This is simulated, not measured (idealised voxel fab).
Herein follows the process module entitled voxel self aligned vias.
Shown is cross-section cut, with a width of 280 nm and square cells of size 5 nm.
A cross-section is a grid of square cells, given in bands from the top down. A band is one or more rows of cells.
The band entry comprises the height of the band's top followed by the height of its bottom, expressed in nm, and subsequently the band's materials from left to right, each stated together with its width in nm. Where a single material is marked with the word "everywhere", that material fills the band from edge to edge. The word "empty" represents empty space.
Convention: height 0 is the level below which the wafer, as received, is all one material. The lowest band does not terminate at the bottom but continues downward, represented as "0 and below".
Width spec "30 to 40" -> top row of cells at first value, bottom row at second value, equal per-row change in between.
"changes: none" -> step changed no cross-section cell.
"Trapped void list" contains a list of empty spaces, each no smaller than 8 cells and without an open way to the top, written in the form width x height at distance with the distance from the left edge and all three in nm.
That trailing text on a step's line, after the settings, is the simulator's own remark on the step.
overlay nm, on a step with a mask: how far to the right of its planned place the mask lay; to the left if negative

### So here's the lineup of process steps we planned
1,RECEIVE,material Si
2,CONFORMAL_DEP,material SiO2,thk nm 15
3,CONFORMAL_DEP,material SiCN,thk nm 5
4,DIRECTIONAL_DEP,material SiO2,thk nm 25
5,DIRECTIONAL_DEP,material aC,thk nm 10
6,PATTERN,tone open,mask id LINES,material resist,width nm 30,pitch nm 60,thk nm 25,overlay nm 0
7,DIRECTIONAL_ETCH,etch materials aC,depth nm 10
8,STRIP,etch materials resist
9,DIRECTIONAL_ETCH,etch materials SiO2,depth nm 25
10,STRIP,etch materials aC
11,CONFORMAL_DEP,material TiN,thk nm 5
12,FILL_DEP,material Ru,thk nm 10
13,CMP,height nm 45
14,SELECTIVE_ETCH,etch materials W Ru TiN,depth nm 5
15,FILL_DEP,material SiN,thk nm 10
16,CMP,height nm 45
17,DIRECTIONAL_DEP,material SiO2,thk nm 20
18,DIRECTIONAL_DEP,material aC,thk nm 15
19,PATTERN,tone open,mask id VIAS,material resist,width nm 40,pitch nm 120,thk nm 35,overlay nm 0
20,DIRECTIONAL_ETCH,etch materials aC,depth nm 15
21,STRIP,etch materials resist
22,DIRECTIONAL_ETCH,etch materials SiO2,depth nm 20
23,DIRECTIONAL_ETCH,etch materials SiN,depth nm 5
24,STRIP,etch materials aC
25,CONFORMAL_DEP,material TiN,thk nm 5
26,FILL_DEP,material Ru,thk nm 5
27,CMP,height nm 65
28,CONFORMAL_DEP,material SiCN,thk nm 5

### The first wafer of two, processed as planned

### Incoming wafer, cross-sectional view, post step 1
* 0 and below | Si everywhere
* Trapped void list: none

### Presented here is a cross-section of the wafer after step 2 has been performed
* 15 down to 0 | SiO2 everywhere
* Unchanged below 0.

### Presented here is a cross-section of the wafer after step 3 has been performed
* 20 down to 15 | SiCN everywhere
* Unchanged below 15.

### Presented here is a cross-section of the wafer after step 4 has been performed
* 45 down to 20 | SiO2 everywhere
* Unchanged below 20.

### Presented here is a cross-section of the wafer after step 5 has been performed
* 55 down to 45 | aC everywhere
* Unchanged below 45.

### Presented here is a cross-section of the wafer after step 6 has been performed
* 80 down to 55 | resist 65 / empty 30 / resist 30 / empty 30 / resist 30 / empty 30 / resist 65
* Unchanged below 55.

### Presented here is a cross-section of the wafer after step 7 has been performed
* 70 down to 55 | resist 65 / empty 30 / resist 30 / empty 30 / resist 30 / empty 30 / resist 65
* 55 down to 45 | aC 65 / empty 30 / aC 30 / empty 30 / aC 30 / empty 30 / aC 65
* Unchanged below 45.

### Presented here is a cross-section of the wafer after step 8 has been performed
* 55 down to 45 | aC 65 / empty 30 / aC 30 / empty 30 / aC 30 / empty 30 / aC 65
* Unchanged below 45.

### Presented here is a cross-section of the wafer after step 9 has been performed
* 55 down to 45 | aC 65 / empty 30 / aC 30 / empty 30 / aC 30 / empty 30 / aC 65
* 45 down to 20 | SiO2 65 / empty 30 / SiO2 30 / empty 30 / SiO2 30 / empty 30 / SiO2 65
* Unchanged below 20.

### Presented here is a cross-section of the wafer after step 10 has been performed
* 45 down to 20 | SiO2 65 / empty 30 / SiO2 30 / empty 30 / SiO2 30 / empty 30 / SiO2 65
* Unchanged below 20.

### Presented here is a cross-section of the wafer after step 11 has been performed
* 50 down to 45 | TiN 70 / empty 20 / TiN 40 / empty 20 / TiN 40 / empty 20 / TiN 70
* 45 down to 25 | SiO2 65 / TiN 5 / empty 20 / TiN 5 / SiO2 30 / TiN 5 / empty 20 / TiN 5 / SiO2 30 / TiN 5 / empty 20 / TiN 5 / SiO2 65
* 25 down to 20 | SiO2 65 / TiN 30 / SiO2 30 / TiN 30 / SiO2 30 / TiN 30 / SiO2 65
* Unchanged below 20.

### Presented here is a cross-section of the wafer after step 12 has been performed
* 60 down to 50 | Ru everywhere
* 50 down to 45 | TiN 70 / Ru 20 / TiN 40 / Ru 20 / TiN 40 / Ru 20 / TiN 70
* 45 down to 25 | SiO2 65 / TiN 5 / Ru 20 / TiN 5 / SiO2 30 / TiN 5 / Ru 20 / TiN 5 / SiO2 30 / TiN 5 / Ru 20 / TiN 5 / SiO2 65
* Unchanged below 25.

### Presented here is a cross-section of the wafer after step 13 has been performed
* 45 down to 25 | SiO2 65 / TiN 5 / Ru 20 / TiN 5 / SiO2 30 / TiN 5 / Ru 20 / TiN 5 / SiO2 30 / TiN 5 / Ru 20 / TiN 5 / SiO2 65
* Unchanged below 25.

### Presented here is a cross-section of the wafer after step 14 has been performed
* 45 down to 40 | SiO2 65 / empty 30 / SiO2 30 / empty 30 / SiO2 30 / empty 30 / SiO2 65
* Unchanged below 40.

### Presented here is a cross-section of the wafer after step 15 has been performed
* 55 down to 45 | SiN everywhere
* 45 down to 40 | SiO2 65 / SiN 30 / SiO2 30 / SiN 30 / SiO2 30 / SiN 30 / SiO2 65
* Unchanged below 40.

### Presented here is a cross-section of the wafer after step 16 has been performed
* 45 down to 40 | SiO2 65 / SiN 30 / SiO2 30 / SiN 30 / SiO2 30 / SiN 30 / SiO2 65
* Unchanged below 40.

### Presented here is a cross-section of the wafer after step 17 has been performed
* 65 down to 45 | SiO2 everywhere
* Unchanged below 45.

### Presented here is a cross-section of the wafer after step 18 has been performed
* 80 down to 65 | aC everywhere
* Unchanged below 65.

### Presented here is a cross-section of the wafer after step 19 has been performed
* 115 down to 80 | resist 60 / empty 40 / resist 80 / empty 40 / resist 60
* Unchanged below 80.

### Presented here is a cross-section of the wafer after step 20 has been performed
* 100 down to 80 | resist 60 / empty 40 / resist 80 / empty 40 / resist 60
* 80 down to 65 | aC 60 / empty 40 / aC 80 / empty 40 / aC 60
* Unchanged below 65.

### Presented here is a cross-section of the wafer after step 21 has been performed
* 80 down to 65 | aC 60 / empty 40 / aC 80 / empty 40 / aC 60
* Unchanged below 65.

### Presented here is a cross-section of the wafer after step 22 has been performed
* 80 down to 65 | aC 60 / empty 40 / aC 80 / empty 40 / aC 60
* 65 down to 45 | SiO2 60 / empty 40 / SiO2 80 / empty 40 / SiO2 60
* Unchanged below 45.

### Presented here is a cross-section of the wafer after step 23 has been performed
* 80 down to 65 | aC 60 / empty 40 / aC 80 / empty 40 / aC 60
* 65 down to 45 | SiO2 60 / empty 40 / SiO2 80 / empty 40 / SiO2 60
* 45 down to 40 | SiO2 65 / empty 30 / SiO2 30 / SiN 30 / SiO2 30 / empty 30 / SiO2 65
* Unchanged below 40.

### Presented here is a cross-section of the wafer after step 24 has been performed
* 65 down to 45 | SiO2 60 / empty 40 / SiO2 80 / empty 40 / SiO2 60
* Unchanged below 45.

### Presented here is a cross-section of the wafer after step 25 has been performed
* 70 down to 65 | TiN 65 / empty 30 / TiN 90 / empty 30 / TiN 65
* 65 down to 50 | SiO2 60 / TiN 5 / empty 30 / TiN 5 / SiO2 80 / TiN 5 / empty 30 / TiN 5 / SiO2 60
* 50 down to 45 | SiO2 60 / TiN 10 / empty 20 / TiN 10 / SiO2 80 / TiN 10 / empty 20 / TiN 10 / SiO2 60
* 45 down to 40 | SiO2 65 / TiN 30 / SiO2 30 / SiN 30 / SiO2 30 / TiN 30 / SiO2 65
* Unchanged below 40.

### Presented here is a cross-section of the wafer after step 26 has been performed
* 75 down to 70 | Ru everywhere
* 70 down to 65 | TiN 65 / Ru 30 / TiN 90 / Ru 30 / TiN 65
* 65 down to 50 | SiO2 60 / TiN 5 / Ru 30 / TiN 5 / SiO2 80 / TiN 5 / Ru 30 / TiN 5 / SiO2 60
* 50 down to 45 | SiO2 60 / TiN 10 / Ru 20 / TiN 10 / SiO2 80 / TiN 10 / Ru 20 / TiN 10 / SiO2 60
* Unchanged below 45.

### Presented here is a cross-section of the wafer after step 27 has been performed
* 65 down to 50 | SiO2 60 / TiN 5 / Ru 30 / TiN 5 / SiO2 80 / TiN 5 / Ru 30 / TiN 5 / SiO2 60
* Unchanged below 50.

### Presented here is a cross-section of the wafer after step 28 has been performed
* 70 down to 65 | SiCN everywhere
* Unchanged below 65.

### Companion wafer, the second of two: same beginning, same intended sequence, one mistake in carrying it out; through step 25 inclusive it tracks the first exactly

### Planned end of step 26: second wafer, cross-section
* 75 down to 70 | W everywhere
* 70 down to 65 | TiN 65 / W 30 / TiN 90 / W 30 / TiN 65
* 65 down to 50 | SiO2 60 / TiN 5 / W 30 / TiN 5 / SiO2 80 / TiN 5 / W 30 / TiN 5 / SiO2 60
* 50 down to 45 | SiO2 60 / TiN 10 / W 20 / TiN 10 / SiO2 80 / TiN 10 / W 20 / TiN 10 / SiO2 60
* Unchanged below 45.

### Planned end of step 27: second wafer, cross-section
* 65 down to 50 | SiO2 60 / TiN 5 / W 30 / TiN 5 / SiO2 80 / TiN 5 / W 30 / TiN 5 / SiO2 60
* Unchanged below 50.

### Planned end of step 28: second wafer, cross-section
* 70 down to 65 | SiCN everywhere
* Unchanged below 65.
Short version of what went wrong: step 26 went in with a setting other than planned; the actual run was FILL_DEP,material W,thk nm 5
Upon completion, the second wafer contains, in terms of cells, a greater or smaller amount of certain materials than the first wafer: Ru -44 | W +44
